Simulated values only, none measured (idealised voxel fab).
Process module name: voxel capacitor over wiring
It is cross-section cut that appears here, measuring 285 nm in width, its square cells being 5 nm in size.
In this document a cross-section is written as a grid of square cells. It is given as a series of bands, listed from the top down, and a band is one or more rows of cells.
Band: top height; bottom height; in nm. Then, left to right: material with width in nm, for each material. "edge to edge": a single material spanning edge to edge. "air": empty space.
Beneath 0, the wafer as received is one material, and that level is where height counting begins. The lowest band goes on downward without a bottom; it is written like "from 0 down".
With a width like "30 to 40", each row of cells in the band differs from the next by the same amount, the top row carrying the first number and the bottom row the second.
"left unchanged" -> step changed no cross-section cell.
If an empty space has no open way to the top and is at least 8 cells in size, "Closed void inventory" lists it, written width x height at distance, where distance is measured from the left edge and every value is in nm.
On a step's line, text after the settings is the simulator commenting on that step.
overlay nm: on a step with a mask, how far right of its planned place the mask lay; negative means left.
The steps planned for the process are as follows:
1,op RECEIVE | material Si
2,op CONFORMAL_DEP | material SiO2 | thk nm 15
3,op CONFORMAL_DEP | material SiN | thk nm 5
4,op DIRECTIONAL_DEP | material SiO2 | thk nm 20
5,op MASKED_ETCH | tone open | mask id METAL_1 | width nm 25 | pitch nm 80 | etch materials SiO2 | depth nm 20 | overlay nm 0
6,op MASKED_ETCH | tone open | mask id METAL_1 | width nm 25 | pitch nm 80 | etch materials SiN | depth nm 5 | overlay nm 0
7,op CONFORMAL_DEP | material TiN | thk nm 5
8,op FILL_DEP | material W | thk nm 5
9,op CMP | height nm 40
10,op CONFORMAL_DEP | material SiCN | thk nm 5
11,op DIRECTIONAL_DEP | material SiO2 | thk nm 20
12,op PATTERN | tone open | mask id PLUG_1 | material resist | width nm 15 | thk nm 20 | overlay nm 0
13,op DIRECTIONAL_ETCH | etch materials SiO2 | depth nm 20
14,op DIRECTIONAL_ETCH | etch materials SiCN | depth nm 5
15,op STRIP | etch materials resist
16,op CONFORMAL_DEP | material TiN | thk nm 5
17,op FILL_DEP | material Ru | thk nm 10
18,op CMP | height nm 65
19,op DIRECTIONAL_DEP | material TiN | thk nm 5
20,op DIRECTIONAL_DEP | material HfO2 | thk nm 5
21,op DIRECTIONAL_DEP | material TiN | thk nm 5
22,op DIRECTIONAL_DEP | material aC | thk nm 15
23,op PATTERN | tone cover | mask id UPPER_PLATE | material resist | width nm 60 | thk nm 35 | overlay nm 0
24,op DIRECTIONAL_ETCH | etch materials aC | depth nm 15
25,op STRIP | etch materials resist
26,op DIRECTIONAL_ETCH | etch materials TiN | depth nm 5
27,op DIRECTIONAL_ETCH | etch materials HfO2 | depth nm 5
28,op STRIP | etch materials aC
29,op DIRECTIONAL_DEP | material aC | thk nm 15
30,op PATTERN | tone cover | mask id LOWER_PLATE | material resist | width nm 70 | thk nm 30 | overlay nm 0
31,op DIRECTIONAL_ETCH | etch materials aC | depth nm 15
32,op STRIP | etch materials resist
33,op DIRECTIONAL_ETCH | etch materials TiN | depth nm 5
34,op STRIP | etch materials aC
35,op FILL_DEP | material SiO2 | thk nm 20
36,op CMP | height nm 95
37,op PATTERN | tone open | mask id PLUG_2 | material resist | width nm 15 | thk nm 20 | overlay nm 0
38,op DIRECTIONAL_ETCH | etch materials SiO2 | depth nm 15
39,op STRIP | etch materials resist
40,op CONFORMAL_DEP | material TiN | thk nm 5
41,op FILL_DEP | material Cu | thk nm 10
42,op CMP | height nm 95
43,op CONFORMAL_DEP | material SiN | thk nm 5
Delivered wafer in cross-section: state after step 1:
from 0 down: Si edge to edge
Closed void inventory: none
Run as planned - first of the two wafers cross-sectioned at the end of the module:
from 100 to 95: SiN edge to edge
from 95 to 85: 110 nm SiO2 | 5 nm TiN | 5 nm Cu | 5 nm TiN | 160 nm SiO2
from 85 to 75: 110 to 100 nm SiO2 | 15 to 60 nm TiN | 160 to 125 nm SiO2
from 75 to 70: 100 nm SiO2 | 60 nm HfO2 | 125 nm SiO2
from 70 to 65: 95 nm SiO2 | 70 nm TiN | 120 nm SiO2
from 65 to 45: 100 nm SiO2 | 5 nm TiN | 5 nm Ru | 5 nm TiN | 170 nm SiO2
from 45 to 40: 100 nm SiCN | 15 nm TiN | 170 nm SiCN
from 40 to 20: 90 nm SiO2 | 5 nm TiN | 15 nm W | 5 nm TiN | 55 nm SiO2 | 5 nm TiN | 15 nm W | 5 nm TiN | 90 nm SiO2
from 20 to 15: 90 nm SiN | 25 nm TiN | 55 nm SiN | 25 nm TiN | 90 nm SiN
from 15 to 0: SiO2 edge to edge
from 0 down: Si edge to edge
Closed void inventory: none
Cross-sectional view: second of two wafers, end of module; start and plan identical to the first, one mistake in running:
from 100 to 95: SiN edge to edge
from 95 to 85: 110 nm SiO2 | 5 nm TiN | 5 nm Cu | 5 nm TiN | 160 nm SiO2
from 85 to 75: 110 to 100 nm SiO2 | 15 to 60 nm TiN | 160 to 125 nm SiO2
from 75 to 70: 100 nm SiO2 | 60 nm HfO2 | 125 nm SiO2
from 70 to 65: 95 nm SiO2 | 70 nm TiN | 120 nm SiO2
from 65 to 45: 100 nm SiO2 | 5 nm TiN | 5 nm Ru | 5 nm TiN | 170 nm SiO2
from 45 to 40: 100 nm SiCN | 15 nm TiN | 170 nm SiCN
from 40 to 35: 90 nm SiO2 | 5 nm TiN | 15 nm W | 5 nm TiN | 55 nm SiO2 | 5 nm TiN | 15 nm W | 5 nm TiN | 90 nm SiO2
from 35 to 30: 90 nm SiN | 25 nm TiN | 55 nm SiN | 25 nm TiN | 90 nm SiN
from 30 to 0: SiO2 edge to edge
from 0 down: Si edge to edge
Closed void inventory: none
Deviation from plan: twice over, step 2 of the plan was run
at the end the second wafer has, in cells: SiO2 +30, TiN -12, W -18
